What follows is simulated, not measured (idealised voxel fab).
Presented below is a process module, voxel wiring stack.
FYI the section here is cut, 195 nm wide, cells are 5 nm squares.
Think of the cross-section as a grid of square cells. We describe it in bands, top to bottom, and each band covers one or more rows of those cells. First you get the band's top height and its bottom height, in nm, and then the materials it's made of, left to right, with each width in nm. If you see a single material with "all across", that one covers the band edge to edge. "blank" is empty space. The level at which height equals 0 is the one under which the wafer, as it arrives, is entirely one material. No lower edge exists for the bottom band, which continues downward and is notated as in "0..down". Per-row width for "30..40": begins at first number (top row of band), ends at second number (bottom row), increment between rows held constant. You'll sometimes find "nothing was modified" written for a step, and that's the way of saying that nowhere in the cross-section did a cell change during that step. For the entry "Closed void catalog", the listed items are empty spaces with no open way to the top whose size is 8 cells or more; each item follows the pattern width x height at distance, where distance is from the left edge and all three are in nm. Note: text after step settings on the step line = simulator remark on that step. You can add "overlay nm" to a step's line. For a step with a mask, it describes how far the mask lay to the right of its planned position, and a negative number describes a lay to the left. Guide to the pairs. Each holds a before and an after cross-section around one process step; the after cross-section is cut off at the lowest band that changed. Look under the pair for the step between them and its settings. Pairs can come from different runs of this module on the same starting wafer, so a pair follows on from the one above it only where its entry headed "Pre-step condition" says it does.
**Pre-step condition**
    75..60 = 65 nm lowk / 25 nm blank / 15 nm lowk / 25 nm blank / 65 nm lowk
    60..50 = 65 nm lowk / 15 nm blank / 25 nm lowk / 15 nm blank / 75 nm lowk
    50..45 = 65 nm SiCN / 15 nm blank / 25 nm SiCN / 15 nm blank / 75 nm SiCN
    45..40 = 60 nm SiCN / 35 nm Ru / 5 nm SiCN / 35 nm Ru / 60 nm SiCN
    40..35 = 65 nm lowk / 5 nm TiN / 15 nm Cu / 5 nm TiN / 15 nm lowk / 5 nm TiN / 15 nm Cu / 5 nm TiN / 65 nm lowk
    35..30 = 65 nm SiCN / 25 nm TiN / 15 nm SiCN / 25 nm TiN / 65 nm SiCN
    30..0 = SiO2 all across
    0..down = Si all across
    Closed void catalog: none
**after**
    80..75 = 70 nm TiN / 15 nm blank / 25 nm TiN / 15 nm blank / 70 nm TiN
    75..65 = 65 nm lowk / 5 nm TiN / 15 nm blank / 5 nm TiN / 15 nm lowk / 5 nm TiN / 15 nm blank / 5 nm TiN / 65 nm lowk
    65..60 = 65 nm lowk / 5 nm TiN / 5 nm blank / 15 nm TiN / 15 nm lowk / 5 nm TiN / 5 nm blank / 15 nm TiN / 65 nm lowk
    60..50 = 65 nm lowk / 5 nm TiN / 5 nm blank / 5 nm TiN / 25 nm lowk / 5 nm TiN / 5 nm blank / 5 nm TiN / 75 nm lowk
    50..45 = 65 nm SiCN / 15 nm TiN / 25 nm SiCN / 15 nm TiN / 75 nm SiCN
    Everything under 45 stays put, no change at all.
    Closed void catalog: none
The step occurring between the two cross-sections depicted above is identified as CONFORMAL_DEP [material TiN] [thk nm 5]
Pre-step condition: refer to the pair immediately above; the cross-section shown after its step is the state before this one.
**after**
    90..80 = Cu all across
    80..75 = 70 nm TiN / 15 nm Cu / 25 nm TiN / 15 nm Cu / 70 nm TiN
    75..65 = 65 nm lowk / 5 nm TiN / 15 nm Cu / 5 nm TiN / 15 nm lowk / 5 nm TiN / 15 nm Cu / 5 nm TiN / 65 nm lowk
    65..60 = 65 nm lowk / 5 nm TiN / 5 nm Cu / 15 nm TiN / 15 nm lowk / 5 nm TiN / 5 nm Cu / 15 nm TiN / 65 nm lowk
    60..50 = 65 nm lowk / 5 nm TiN / 5 nm Cu / 5 nm TiN / 25 nm lowk / 5 nm TiN / 5 nm Cu / 5 nm TiN / 75 nm lowk
    Everything under 50 stays put, no change at all.
    Closed void catalog: none
The step occurring between the two cross-sections depicted above is identified as FILL_DEP [material Cu] [thk nm 10]
Pre-step condition: refer to the pair immediately above; the cross-section shown after its step is the state before this one.
**after**
    75..65 = 65 nm lowk / 5 nm TiN / 15 nm Cu / 5 nm TiN / 15 nm lowk / 5 nm TiN / 15 nm Cu / 5 nm TiN / 65 nm lowk
    Everything under 65 stays put, no change at all.
    Closed void catalog: none
The step occurring between the two cross-sections depicted above is identified as CMP [height nm 75]
Pre-step condition: refer to the pair immediately above; the cross-section shown after its step is the state before this one.
**after**
    80..75 = SiCN all across
    Everything under 75 stays put, no change at all.
    Closed void catalog: none
The step occurring between the two cross-sections depicted above is identified as CONFORMAL_DEP [material SiCN] [thk nm 5]
**Pre-step condition**
    45..40 = 60 nm blank / 35 nm Ru / 5 nm blank / 35 nm Ru / 60 nm blank
    40..20 = 65 nm lowk / 5 nm TiN / 15 nm Cu / 5 nm TiN / 15 nm lowk / 5 nm TiN / 15 nm Cu / 5 nm TiN / 65 nm lowk
    20..15 = 65 nm SiCN / 25 nm TiN / 15 nm SiCN / 25 nm TiN / 65 nm SiCN
    15..0 = SiO2 all across
    0..down = Si all across
    Closed void catalog: none
**after**
    70..65 = 60 nm blank / 35 nm lowk / 5 nm blank / 35 nm lowk / 60 nm blank
    65..45 = lowk all across
    45..40 = 60 nm lowk / 35 nm Ru / 5 nm lowk / 35 nm Ru / 60 nm lowk
    Everything under 40 stays put, no change at all.
    Closed void catalog: none
The step occurring between the two cross-sections depicted above is identified as DIRECTIONAL_DEP [material lowk] [thk nm 25]
Pre-step condition: refer to the pair immediately above; the cross-section shown after its step is the state before this one.
**after**
    75..70 = SiCN all across
    70..65 = 60 nm SiCN / 35 nm lowk / 5 nm SiCN / 35 nm lowk / 60 nm SiCN
    Everything under 65 stays put, no change at all.
    Closed void catalog: none
The step occurring between the two cross-sections depicted above is identified as FILL_DEP [material SiCN] [thk nm 5]
Pre-step condition: refer to the pair immediately above; the cross-section shown after its step is the state before this one.
**after**
    90..75 = aC all across
    Everything under 75 stays put, no change at all.
    Closed void catalog: none
The step occurring between the two cross-sections depicted above is identified as DIRECTIONAL_DEP [material aC] [thk nm 15]
Pre-step condition: refer to the pair immediately above; the cross-section shown after its step is the state before this one.
**after**
    125..90 = 65 nm resist / 25 nm blank / 15 nm resist / 25 nm blank / 65 nm resist
    Everything under 90 stays put, no change at all.
    Closed void catalog: none
The step occurring between the two cross-sections depicted above is identified as PATTERN [tone open] [mask id METAL_2] [material resist] [width nm 25] [pitch nm 40] [thk nm 35] [overlay nm 0]
Pre-step condition: refer to the pair immediately above; the cross-section shown after its step is the state before this one.
**after**
    110..90 = 65 nm resist / 25 nm blank / 15 nm resist / 25 nm blank / 65 nm resist
    90..75 = 65 nm aC / 25 nm blank / 15 nm aC / 25 nm blank / 65 nm aC
    Everything under 75 stays put, no change at all.
    Closed void catalog: none
The step occurring between the two cross-sections depicted above is identified as DIRECTIONAL_ETCH [etch materials aC] [depth nm 15]
Pre-step condition: refer to the pair immediately above; the cross-section shown after its step is the state before this one.
**after**
    90..75 = 65 nm aC / 25 nm blank / 15 nm aC / 25 nm blank / 65 nm aC
    Everything under 75 stays put, no change at all.
    Closed void catalog: none
The step occurring between the two cross-sections depicted above is identified as STRIP [etch materials resist]
Pre-step condition: refer to the pair immediately above; the cross-section shown after its step is the state before this one.
**after**
    75..70 = SiCN all across
    Everything under 70 stays put, no change at all.
    Closed void catalog: none
The step occurring between the two cross-sections depicted above is identified as STRIP [etch materials aC]
Pre-step condition: refer to the pair immediately above; the cross-section shown after its step is the state before this one.
**after**
    95..75 = 65 nm resist / 15 nm blank / 25 nm resist / 15 nm blank / 75 nm resist
    Everything under 75 stays put, no change at all.
    Closed void catalog: none
The step occurring between the two cross-sections depicted above is identified as PATTERN [tone open] [mask id METAL_2_HOLES] [material resist] [width nm 15] [pitch nm 40] [thk nm 20] [overlay nm 0]
Pre-step condition: refer to the pair immediately above; the cross-section shown after its step is the state before this one.
**after**
    95..75 = 65 nm resist / 15 nm blank / 25 nm resist / 15 nm blank / 75 nm resist
    75..70 = 65 nm SiCN / 15 nm blank / 25 nm SiCN / 15 nm blank / 75 nm SiCN
    Everything under 70 stays put, no change at all.
    Closed void catalog: none
The step occurring between the two cross-sections depicted above is identified as DIRECTIONAL_ETCH [etch materials SiCN] [depth nm 5]
Pre-step condition: refer to the pair immediately above; the cross-section shown after its step is the state before this one.
**after**
    75..70 = 65 nm SiCN / 15 nm blank / 25 nm SiCN / 15 nm blank / 75 nm SiCN
    Everything under 70 stays put, no change at all.
    Closed void catalog: none
The step occurring between the two cross-sections depicted above is identified as STRIP [etch materials resist]
Pre-step condition: refer to the pair immediately above; the cross-section shown after its step is the state before this one.
**after**
    80..75 = 70 nm TiN / 5 nm blank / 35 nm TiN / 5 nm blank / 80 nm TiN
    75..70 = 65 nm SiCN / 15 nm TiN / 25 nm SiCN / 15 nm TiN / 75 nm SiCN
    Everything under 70 stays put, no change at all.
    Closed void catalog: none
The step occurring between the two cross-sections depicted above is identified as CONFORMAL_DEP [material TiN] [thk nm 5]
Pre-step condition: refer to the pair immediately above; the cross-section shown after its step is the state before this one.
**after**
    90..80 = Cu all across
    80..75 = 70 nm TiN / 5 nm Cu / 35 nm TiN / 5 nm Cu / 80 nm TiN
    Everything under 75 stays put, no change at all.
    Closed void catalog: none
The step occurring between the two cross-sections depicted above is identified as FILL_DEP [material Cu] [thk nm 10]
Pre-step condition: refer to the pair immediately above; the cross-section shown after its step is the state before this one.
**after**
    75..70 = 65 nm SiCN / 15 nm TiN / 25 nm SiCN / 15 nm TiN / 75 nm SiCN
    Everything under 70 stays put, no change at all.
    Closed void catalog: none
The step occurring between the two cross-sections depicted above is identified as CMP [height nm 75]
Pre-step condition: refer to the pair immediately above; the cross-section shown after its step is the state before this one.
**after**
    80..75 = SiCN all across
    Everything under 75 stays put, no change at all.
    Closed void catalog: none
The step occurring between the two cross-sections depicted above is identified as CONFORMAL_DEP [material SiCN] [thk nm 5]
**Pre-step condition**
    20..15 = SiCN all across
    15..0 = SiO2 all across
    0..down = Si all across
    Closed void catalog: none
**after**
    35..20 = lowk all across
    Everything under 20 stays put, no change at all.
    Closed void catalog: none
The step occurring between the two cross-sections depicted above is identified as DIRECTIONAL_DEP [material lowk] [thk nm 15]
Pre-step condition: refer to the pair immediately above; the cross-section shown after its step is the state before this one.
**after**
    35..20 = 65 nm lowk / 25 nm blank / 15 nm lowk / 25 nm blank / 65 nm lowk
    Everything under 20 stays put, no change at all.
    Closed void catalog: none
The step occurring between the two cross-sections depicted above is identified as MASKED_ETCH [tone open] [mask id METAL_1] [width nm 25] [pitch nm 40] [etch materials lowk] [depth nm 20] [overlay nm 0]
Pre-step condition: refer to the pair immediately above; the cross-section shown after its step is the state before this one.
**after**
    35..20 = 65 nm lowk / 25 nm blank / 15 nm lowk / 25 nm blank / 65 nm lowk
    20..15 = 65 nm SiCN / 25 nm blank / 15 nm SiCN / 25 nm blank / 65 nm SiCN
    Everything under 15 stays put, no change at all.
    Closed void catalog: none
The step occurring between the two cross-sections depicted above is identified as MASKED_ETCH [tone open] [mask id METAL_1] [width nm 25] [pitch nm 40] [etch materials SiCN] [depth nm 5] [overlay nm 0]
Pre-step condition: refer to the pair immediately above; the cross-section shown after its step is the state before this one.
**after**
    40..35 = 70 nm TiN / 15 nm blank / 25 nm TiN / 15 nm blank / 70 nm TiN
    35..20 = 65 nm lowk / 5 nm TiN / 15 nm blank / 5 nm TiN / 15 nm lowk / 5 nm TiN / 15 nm blank / 5 nm TiN / 65 nm lowk
    20..15 = 65 nm SiCN / 25 nm TiN / 15 nm SiCN / 25 nm TiN / 65 nm SiCN
    Everything under 15 stays put, no change at all.
    Closed void catalog: none
The step occurring between the two cross-sections depicted above is identified as CONFORMAL_DEP [material TiN] [thk nm 5]
Pre-step condition: refer to the pair immediately above; the cross-section shown after its step is the state before this one.
**after**
    50..40 = Cu all across
    40..35 = 70 nm TiN / 15 nm Cu / 25 nm TiN / 15 nm Cu / 70 nm TiN
    35..20 = 65 nm lowk / 5 nm TiN / 15 nm Cu / 5 nm TiN / 15 nm lowk / 5 nm TiN / 15 nm Cu / 5 nm TiN / 65 nm lowk
    Everything under 20 stays put, no change at all.
    Closed void catalog: none
The step occurring between the two cross-sections depicted above is identified as FILL_DEP [material Cu] [thk nm 10]
Pre-step condition: refer to the pair immediately above; the cross-section shown after its step is the state before this one.
**after**
    40..35 = 70 nm TiN / 15 nm Cu / 25 nm TiN / 15 nm Cu / 70 nm TiN
    Everything under 35 stays put, no change at all.
    Closed void catalog: none
The step occurring between the two cross-sections depicted above is identified as CMP [height nm 40]
Pre-step condition: refer to the pair immediately above; the cross-section shown after its step is the state before this one.
**after**
    45..40 = Ru all across
    Everything under 40 stays put, no change at all.
    Closed void catalog: none
The step occurring between the two cross-sections depicted above is identified as EPI [material Ru] [thk nm 5]
Pre-step condition: refer to the pair immediately above; the cross-section shown after its step is the state before this one.
**after**
    50..45 = SiCN all across
    Everything under 45 stays put, no change at all.
    Closed void catalog: none
The step occurring between the two cross-sections depicted above is identified as FILL_DEP [material SiCN] [thk nm 5]
Pre-step condition: refer to the pair immediately above; the cross-section shown after its step is the state before this one.
**after**
    75..50 = lowk all across
    Everything under 50 stays put, no change at all.
    Closed void catalog: none
The step occurring between the two cross-sections depicted above is identified as DIRECTIONAL_DEP [material lowk] [thk nm 25]
Pre-step condition: refer to the pair immediately above; the cross-section shown after its step is the state before this one.
**after**
    90..75 = aC all across
    Everything under 75 stays put, no change at all.
    Closed void catalog: none
The step occurring between the two cross-sections depicted above is identified as DIRECTIONAL_DEP [material aC] [thk nm 15]
Pre-step condition: refer to the pair immediately above; the cross-section shown after its step is the state before this one.
**after**
    125..90 = 65 nm resist / 25 nm blank / 15 nm resist / 25 nm blank / 65 nm resist
    Everything under 90 stays put, no change at all.
    Closed void catalog: none
The step occurring between the two cross-sections depicted above is identified as PATTERN [tone open] [mask id METAL_2] [material resist] [width nm 25] [pitch nm 40] [thk nm 35] [overlay nm 0]
Pre-step condition: refer to the pair immediately above; the cross-section shown after its step is the state before this one.
**after**
    110..90 = 65 nm resist / 25 nm blank / 15 nm resist / 25 nm blank / 65 nm resist
    90..75 = 65 nm aC / 25 nm blank / 15 nm aC / 25 nm blank / 65 nm aC
    Everything under 75 stays put, no change at all.
    Closed void catalog: none
The step occurring between the two cross-sections depicted above is identified as DIRECTIONAL_ETCH [etch materials aC] [depth nm 15]
Pre-step condition: refer to the pair immediately above; the cross-section shown after its step is the state before this one.
**after**
    90..75 = 65 nm aC / 25 nm blank / 15 nm aC / 25 nm blank / 65 nm aC
    Everything under 75 stays put, no change at all.
    Closed void catalog: none
The step occurring between the two cross-sections depicted above is identified as STRIP [etch materials resist]
Pre-step condition: refer to the pair immediately above; the cross-section shown after its step is the state before this one.
**after**
    90..75 = 65 nm aC / 25 nm blank / 15 nm aC / 25 nm blank / 65 nm aC
    75..60 = 65 nm lowk / 25 nm blank / 15 nm lowk / 25 nm blank / 65 nm lowk
    Everything under 60 stays put, no change at all.
    Closed void catalog: none
The step occurring between the two cross-sections depicted above is identified as DIRECTIONAL_ETCH [etch materials lowk] [depth nm 15]
Pre-step condition: refer to the pair immediately above; the cross-section shown after its step is the state before this one.
**after**
    75..60 = 65 nm lowk / 25 nm blank / 15 nm lowk / 25 nm blank / 65 nm lowk
    Everything under 60 stays put, no change at all.
    Closed void catalog: none
The step occurring between the two cross-sections depicted above is identified as STRIP [etch materials aC]
Pre-step condition: refer to the pair immediately above; the cross-section shown after its step is the state before this one.
**after**
    95..75 = 65 nm resist / 15 nm blank / 25 nm resist / 15 nm blank / 75 nm resist
    75..60 = 65 nm lowk / 15 nm blank / 10 nm resist / 15 nm lowk / 15 nm blank / 10 nm resist / 65 nm lowk
    Everything under 60 stays put, no change at all.
    Closed void catalog: none
The step occurring between the two cross-sections depicted above is identified as PATTERN [tone open] [mask id METAL_2_HOLES] [material resist] [width nm 15] [pitch nm 40] [thk nm 20] [overlay nm 0]
Pre-step condition: refer to the pair immediately above; the cross-section shown after its step is the state before this one.
**after**
    95..75 = 65 nm resist / 15 nm blank / 25 nm resist / 15 nm blank / 75 nm resist
    75..60 = 65 nm lowk / 15 nm blank / 10 nm resist / 15 nm lowk / 15 nm blank / 10 nm resist / 65 nm lowk
    60..50 = 65 nm lowk / 15 nm blank / 25 nm lowk / 15 nm blank / 75 nm lowk
    Everything under 50 stays put, no change at all.
    Closed void catalog: none
The step occurring between the two cross-sections depicted above is identified as DIRECTIONAL_ETCH [etch materials lowk] [depth nm 10]
Pre-step condition: refer to the pair immediately above; the cross-section shown after its step is the state before this one.
**after**
    95..75 = 65 nm resist / 15 nm blank / 25 nm resist / 15 nm blank / 75 nm resist
    75..60 = 65 nm lowk / 15 nm blank / 10 nm resist / 15 nm lowk / 15 nm blank / 10 nm resist / 65 nm lowk
    60..50 = 65 nm lowk / 15 nm blank / 25 nm lowk / 15 nm blank / 75 nm lowk
    50..45 = 65 nm SiCN / 15 nm blank / 25 nm SiCN / 15 nm blank / 75 nm SiCN
    Everything under 45 stays put, no change at all.
    Closed void catalog: none
The step occurring between the two cross-sections depicted above is identified as DIRECTIONAL_ETCH [etch materials SiCN] [depth nm 5]
Pre-step condition: refer to the pair immediately above; the cross-section shown after its step is the state before this one.
**after**
    75..60 = 65 nm lowk / 25 nm blank / 15 nm lowk / 25 nm blank / 65 nm lowk
    Everything under 60 stays put, no change at all.
    Closed void catalog: none
The step occurring between the two cross-sections depicted above is identified as STRIP [etch materials resist]
Pre-step condition: refer to the pair immediately above; the cross-section shown after its step is the state before this one.
**after**
    80..75 = 70 nm TiN / 15 nm blank / 25 nm TiN / 15 nm blank / 70 nm TiN
    75..65 = 65 nm lowk / 5 nm TiN / 15 nm blank / 5 nm TiN / 15 nm lowk / 5 nm TiN / 15 nm blank / 5 nm TiN / 65 nm lowk
    65..60 = 65 nm lowk / 5 nm TiN / 5 nm blank / 15 nm TiN / 15 nm lowk / 5 nm TiN / 5 nm blank / 15 nm TiN / 65 nm lowk
    60..50 = 65 nm lowk / 5 nm TiN / 5 nm blank / 5 nm TiN / 25 nm lowk / 5 nm TiN / 5 nm blank / 5 nm TiN / 75 nm lowk
    50..45 = 65 nm SiCN / 15 nm TiN / 25 nm SiCN / 15 nm TiN / 75 nm SiCN
    Everything under 45 stays put, no change at all.
    Closed void catalog: none
The step occurring between the two cross-sections depicted above is identified as CONFORMAL_DEP [material TiN] [thk nm 5]
Pre-step condition: refer to the pair immediately above; the cross-section shown after its step is the state before this one.
**after**
    90..80 = Cu all across
    80..75 = 70 nm TiN / 15 nm Cu / 25 nm TiN / 15 nm Cu / 70 nm TiN
    75..65 = 65 nm lowk / 5 nm TiN / 15 nm Cu / 5 nm TiN / 15 nm lowk / 5 nm TiN / 15 nm Cu / 5 nm TiN / 65 nm lowk
    65..60 = 65 nm lowk / 5 nm TiN / 5 nm Cu / 15 nm TiN / 15 nm lowk / 5 nm TiN / 5 nm Cu / 15 nm TiN / 65 nm lowk
    60..50 = 65 nm lowk / 5 nm TiN / 5 nm Cu / 5 nm TiN / 25 nm lowk / 5 nm TiN / 5 nm Cu / 5 nm TiN / 75 nm lowk
    Everything under 50 stays put, no change at all.
    Closed void catalog: none
The step occurring between the two cross-sections depicted above is identified as FILL_DEP [material Cu] [thk nm 10]
Pre-step condition: refer to the pair immediately above; the cross-section shown after its step is the state before this one.
**after**
    75..65 = 65 nm lowk / 5 nm TiN / 15 nm Cu / 5 nm TiN / 15 nm lowk / 5 nm TiN / 15 nm Cu / 5 nm TiN / 65 nm lowk
    Everything under 65 stays put, no change at all.
    Closed void catalog: none
The step occurring between the two cross-sections depicted above is identified as CMP [height nm 75]
Pre-step condition: refer to the pair immediately above; the cross-section shown after its step is the state before this one.
**after**
    80..75 = SiCN all across
    Everything under 75 stays put, no change at all.
    Closed void catalog: none
The step occurring between the two cross-sections depicted above is identified as CONFORMAL_DEP [material SiCN] [thk nm 5]
**Pre-step condition**
    75..60 = 65 nm lowk / 25 nm blank / 15 nm lowk / 25 nm blank / 65 nm lowk
    60..50 = lowk all across
    50..45 = SiCN all across
    45..40 = 60 nm SiCN / 35 nm Ru / 5 nm SiCN / 35 nm Ru / 60 nm SiCN
    40..20 = 65 nm lowk / 5 nm TiN / 15 nm Cu / 5 nm TiN / 15 nm lowk / 5 nm TiN / 15 nm Cu / 5 nm TiN / 65 nm lowk
    20..15 = 65 nm SiCN / 25 nm TiN / 15 nm SiCN / 25 nm TiN / 65 nm SiCN
    15..0 = SiO2 all across
    0..down = Si all across
    Closed void catalog: none
**after**
    95..75 = 65 nm resist / 20 nm blank / 20 nm resist / 20 nm blank / 70 nm resist
    75..60 = 65 nm lowk / 20 nm blank / 5 nm resist / 15 nm lowk / 20 nm blank / 5 nm resist / 65 nm lowk
    Everything under 60 stays put, no change at all.
    Closed void catalog: none
The step occurring between the two cross-sections depicted above is identified as PATTERN [tone open] [mask id METAL_2_HOLES] [material resist] [width nm 20] [pitch nm 40] [thk nm 20] [overlay nm 0]
Pre-step condition: refer to the pair immediately above; the cross-section shown after its step is the state before this one.
**after**
    95..75 = 65 nm resist / 20 nm blank / 20 nm resist / 20 nm blank / 70 nm resist
    75..60 = 65 nm lowk / 20 nm blank / 5 nm resist / 15 nm lowk / 20 nm blank / 5 nm resist / 65 nm lowk
    60..50 = 65 nm lowk / 20 nm blank / 20 nm lowk / 20 nm blank / 70 nm lowk
    Everything under 50 stays put, no change at all.
    Closed void catalog: none
The step occurring between the two cross-sections depicted above is identified as DIRECTIONAL_ETCH [etch materials lowk] [depth nm 10]
Pre-step condition: refer to the pair immediately above; the cross-section shown after its step is the state before this one.
**after**
    95..75 = 65 nm resist / 20 nm blank / 20 nm resist / 20 nm blank / 70 nm resist
    75..60 = 65 nm lowk / 20 nm blank / 5 nm resist / 15 nm lowk / 20 nm blank / 5 nm resist / 65 nm lowk
    60..50 = 65 nm lowk / 20 nm blank / 20 nm lowk / 20 nm blank / 70 nm lowk
    50..45 = 65 nm SiCN / 20 nm blank / 20 nm SiCN / 20 nm blank / 70 nm SiCN
    Everything under 45 stays put, no change at all.
    Closed void catalog: none
The step occurring between the two cross-sections depicted above is identified as DIRECTIONAL_ETCH [etch materials SiCN] [depth nm 5]
Pre-step condition: refer to the pair immediately above; the cross-section shown after its step is the state before this one.
**after**
    75..60 = 65 nm lowk / 25 nm blank / 15 nm lowk / 25 nm blank / 65 nm lowk
    Everything under 60 stays put, no change at all.
    Closed void catalog: none
The step occurring between the two cross-sections depicted above is identified as STRIP [etch materials resist]
Pre-step condition: refer to the pair immediately above; the cross-section shown after its step is the state before this one.
**after**
    80..75 = 70 nm TiN / 15 nm blank / 25 nm TiN / 15 nm blank / 70 nm TiN
    75..65 = 65 nm lowk / 5 nm TiN / 15 nm blank / 5 nm TiN / 15 nm lowk / 5 nm TiN / 15 nm blank / 5 nm TiN / 65 nm lowk
    65..60 = 65 nm lowk / 5 nm TiN / 10 nm blank / 10 nm TiN / 15 nm lowk / 5 nm TiN / 10 nm blank / 10 nm TiN / 65 nm lowk
    60..50 = 65 nm lowk / 5 nm TiN / 10 nm blank / 5 nm TiN / 20 nm lowk / 5 nm TiN / 10 nm blank / 5 nm TiN / 70 nm lowk
    50..45 = 65 nm SiCN / 20 nm TiN / 20 nm SiCN / 20 nm TiN / 70 nm SiCN
    Everything under 45 stays put, no change at all.
    Closed void catalog: none
The step occurring between the two cross-sections depicted above is identified as CONFORMAL_DEP [material TiN] [thk nm 5]
Pre-step condition: refer to the pair immediately above; the cross-section shown after its step is the state before this one.
**after**
    90..80 = Cu all across
    80..75 = 70 nm TiN / 15 nm Cu / 25 nm TiN / 15 nm Cu / 70 nm TiN
    75..65 = 65 nm lowk / 5 nm TiN / 15 nm Cu / 5 nm TiN / 15 nm lowk / 5 nm TiN / 15 nm Cu / 5 nm TiN / 65 nm lowk
    65..60 = 65 nm lowk / 5 nm TiN / 10 nm Cu / 10 nm TiN / 15 nm lowk / 5 nm TiN / 10 nm Cu / 10 nm TiN / 65 nm lowk
    60..50 = 65 nm lowk / 5 nm TiN / 10 nm Cu / 5 nm TiN / 20 nm lowk / 5 nm TiN / 10 nm Cu / 5 nm TiN / 70 nm lowk
    Everything under 50 stays put, no change at all.
    Closed void catalog: none
The step occurring between the two cross-sections depicted above is identified as FILL_DEP [material Cu] [thk nm 10]
Pre-step condition: refer to the pair immediately above; the cross-section shown after its step is the state before this one.
**after**
    75..65 = 65 nm lowk / 5 nm TiN / 15 nm Cu / 5 nm TiN / 15 nm lowk / 5 nm TiN / 15 nm Cu / 5 nm TiN / 65 nm lowk
    Everything under 65 stays put, no change at all.
    Closed void catalog: none
The step occurring between the two cross-sections depicted above is identified as CMP [height nm 75]
Pre-step condition: refer to the pair immediately above; the cross-section shown after its step is the state before this one.
**after**
    80..75 = SiCN all across
    Everything under 75 stays put, no change at all.
    Closed void catalog: none
The step occurring between the two cross-sections depicted above is identified as CONFORMAL_DEP [material SiCN] [thk nm 5]
**Pre-step condition**
    40..20 = lowk all across
    20..15 = SiCN all across
    15..0 = SiO2 all across
    0..down = Si all across
    Closed void catalog: none
**after**
    40..20 = 60 nm lowk / 25 nm blank / 15 nm lowk / 25 nm blank / 70 nm lowk
    Everything under 20 stays put, no change at all.
    Closed void catalog: none
The step occurring between the two cross-sections depicted above is identified as MASKED_ETCH [tone open] [mask id METAL_1] [width nm 25] [pitch nm 40] [etch materials lowk] [depth nm 20] [overlay nm -5]
Pre-step condition: refer to the pair immediately above; the cross-section shown after its step is the state before this one.
**after**
    40..20 = 60 nm lowk / 25 nm blank / 15 nm lowk / 25 nm blank / 70 nm lowk
    20..15 = 65 nm SiCN / 20 nm blank / 20 nm SiCN / 20 nm blank / 70 nm SiCN
    Everything under 15 stays put, no change at all.
    Closed void catalog: none
The step occurring between the two cross-sections depicted above is identified as MASKED_ETCH [tone open] [mask id METAL_1] [width nm 25] [pitch nm 40] [etch materials SiCN] [depth nm 5] [overlay nm 0]
Pre-step condition: refer to the pair immediately above; the cross-section shown after its step is the state before this one.
**after**
    45..40 = 65 nm TiN / 15 nm blank / 25 nm TiN / 15 nm blank / 75 nm TiN
    40..25 = 60 nm lowk / 5 nm TiN / 15 nm blank / 5 nm TiN / 15 nm lowk / 5 nm TiN / 15 nm blank / 5 nm TiN / 70 nm lowk
    25..20 = 60 nm lowk / 10 nm TiN / 10 nm blank / 5 nm TiN / 15 nm lowk / 10 nm TiN / 10 nm blank / 5 nm TiN / 70 nm lowk
    20..15 = 65 nm SiCN / 20 nm TiN / 20 nm SiCN / 20 nm TiN / 70 nm SiCN
    Everything under 15 stays put, no change at all.
    Closed void catalog: none
The step occurring between the two cross-sections depicted above is identified as CONFORMAL_DEP [material TiN] [thk nm 5]
Pre-step condition: refer to the pair immediately above; the cross-section shown after its step is the state before this one.
**after**
    55..45 = Cu all across
    45..40 = 65 nm TiN / 15 nm Cu / 25 nm TiN / 15 nm Cu / 75 nm TiN
    40..25 = 60 nm lowk / 5 nm TiN / 15 nm Cu / 5 nm TiN / 15 nm lowk / 5 nm TiN / 15 nm Cu / 5 nm TiN / 70 nm lowk
    25..20 = 60 nm lowk / 10 nm TiN / 10 nm Cu / 5 nm TiN / 15 nm lowk / 10 nm TiN / 10 nm Cu / 5 nm TiN / 70 nm lowk
    Everything under 20 stays put, no change at all.
    Closed void catalog: none
The step occurring between the two cross-sections depicted above is identified as FILL_DEP [material Cu] [thk nm 10]
Pre-step condition: refer to the pair immediately above; the cross-section shown after its step is the state before this one.
**after**
    40..25 = 60 nm lowk / 5 nm TiN / 15 nm Cu / 5 nm TiN / 15 nm lowk / 5 nm TiN / 15 nm Cu / 5 nm TiN / 70 nm lowk
    Everything under 25 stays put, no change at all.
    Closed void catalog: none
The step occurring between the two cross-sections depicted above is identified as CMP [height nm 40]
Pre-step condition: refer to the pair immediately above; the cross-section shown after its step is the state before this one.
**after**
    45..40 = 55 nm blank / 35 nm Ru / 5 nm blank / 35 nm Ru / 65 nm blank
    Everything under 40 stays put, no change at all.
    Closed void catalog: none
The step occurring between the two cross-sections depicted above is identified as EPI [material Ru] [thk nm 5]
Pre-step condition: refer to the pair immediately above; the cross-section shown after its step is the state before this one.
**after**
    50..45 = SiCN all across
    45..40 = 55 nm SiCN / 35 nm Ru / 5 nm SiCN / 35 nm Ru / 65 nm SiCN
    Everything under 40 stays put, no change at all.
    Closed void catalog: none
The step occurring between the two cross-sections depicted above is identified as FILL_DEP [material SiCN] [thk nm 5]
Pre-step condition: refer to the pair immediately above; the cross-section shown after its step is the state before this one.
**after**
    75..50 = lowk all across
    Everything under 50 stays put, no change at all.
    Closed void catalog: none
The step occurring between the two cross-sections depicted above is identified as DIRECTIONAL_DEP [material lowk] [thk nm 25]
Pre-step condition: refer to the pair immediately above; the cross-section shown after its step is the state before this one.
**after**
    90..75 = aC all across
    Everything under 75 stays put, no change at all.
    Closed void catalog: none
The step occurring between the two cross-sections depicted above is identified as DIRECTIONAL_DEP [material aC] [thk nm 15]
Pre-step condition: refer to the pair immediately above; the cross-section shown after its step is the state before this one.
**after**
    125..90 = 65 nm resist / 25 nm blank / 15 nm resist / 25 nm blank / 65 nm resist
    Everything under 90 stays put, no change at all.
    Closed void catalog: none
The step occurring between the two cross-sections depicted above is identified as PATTERN [tone open] [mask id METAL_2] [material resist] [width nm 25] [pitch nm 40] [thk nm 35] [overlay nm 0]
Pre-step condition: refer to the pair immediately above; the cross-section shown after its step is the state before this one.
**after**
    110..90 = 65 nm resist / 25 nm blank / 15 nm resist / 25 nm blank / 65 nm resist
    90..75 = 65 nm aC / 25 nm blank / 15 nm aC / 25 nm blank / 65 nm aC
    Everything under 75 stays put, no change at all.
    Closed void catalog: none
The step occurring between the two cross-sections depicted above is identified as DIRECTIONAL_ETCH [etch materials aC] [depth nm 15]
Pre-step condition: refer to the pair immediately above; the cross-section shown after its step is the state before this one.
**after**
    90..75 = 65 nm aC / 25 nm blank / 15 nm aC / 25 nm blank / 65 nm aC
    Everything under 75 stays put, no change at all.
    Closed void catalog: none
The step occurring between the two cross-sections depicted above is identified as STRIP [etch materials resist]
Pre-step condition: refer to the pair immediately above; the cross-section shown after its step is the state before this one.
**after**
    90..75 = 65 nm aC / 25 nm blank / 15 nm aC / 25 nm blank / 65 nm aC
    75..60 = 65 nm lowk / 25 nm blank / 15 nm lowk / 25 nm blank / 65 nm lowk
    Everything under 60 stays put, no change at all.
    Closed void catalog: none
The step occurring between the two cross-sections depicted above is identified as DIRECTIONAL_ETCH [etch materials lowk] [depth nm 15]
